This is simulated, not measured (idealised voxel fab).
process module | voxel ribs on slabs
cross-section cut | 240 nm wide | cells 5 nm
A cross-section is a grid of square cells, given in bands from the top down. A band is one or more rows of cells.
Each band's line starts with the height of the band's top and of its bottom, in nm. Then come its materials from left to right, each with its width in nm. One material with "throughout" fills the band from edge to edge. "air" is empty space.
Height 0 is the level under which the wafer as received is all one material. The lowest band goes on downwards, as in "0 down".
A width such as "30 to 40" changes by the same amount from each row of cells to the next, from the band's top row to its bottom row.
"no change" after a step means that no cell of the cross-section changed.
closed voids: empty space of 8 cells or more with no open way to the top, each as width x height at its distance from the left edge, in nm
after a step's settings: what the simulator itself notes on the step
overlay nm, on a step with a mask: how far to the right of its planned place the mask lay; to the left if negative
plan
1 op RECEIVE | material Si
2 op DIRECTIONAL_DEP | material SiO2 | thk nm 30
3 op DIRECTIONAL_DEP | material SiN | thk nm 20
4 op PATTERN | tone cover | mask id RIB | material resist | width nm 20 | thk nm 15 | overlay nm 0
5 op DIRECTIONAL_ETCH | etch materials SiN | depth nm 10
6 op STRIP | etch materials resist
7 op PATTERN | tone cover | mask id SLAB | material resist | width nm 70 | thk nm 15 | overlay nm 0
8 op DIRECTIONAL_ETCH | etch materials SiN | depth nm 10
9 op STRIP | etch materials resist
10 op FILL_DEP | material SiO2 | thk nm 30
11 op CMP | height nm 70
12 op DIRECTIONAL_DEP | material W | thk nm 10
13 op MASKED_ETCH | tone cover | mask id HEATER | width nm 30 | etch materials W | depth nm 10 | overlay nm 0
14 op CONFORMAL_DEP | material SiO2 | thk nm 10
as received, after step 1
  0 down: Si throughout
  closed voids: none
first wafer at the end, as planned
  90 to 80: air 95 | SiO2 50 | air 95
  80 to 70: SiO2 105 | W 30 | SiO2 105
  70 to 50: SiO2 throughout
  50 to 40: SiO2 110 | SiN 20 | SiO2 110
  40 to 30: SiO2 85 | SiN 70 | SiO2 85
  30 to 0: SiO2 throughout
  0 down: Si throughout
  closed voids: none
second wafer at the end: like start, like plan, one mistake
  90 to 80: air 95 | SiO2 50 | air 95
  80 to 70: SiO2 105 | W 30 | SiO2 105
  70 to 50: W throughout
  50 to 40: W 110 | SiN 20 | W 110
  40 to 30: W 85 | SiN 70 | W 85
  30 to 0: SiO2 throughout
  0 down: Si throughout
  closed voids: none
what went wrong: step 10 ran as: op FILL_DEP | material W | thk nm 30
at the end the second wafer has, in cells: 348 fewer of SiO2 | 348 more of W
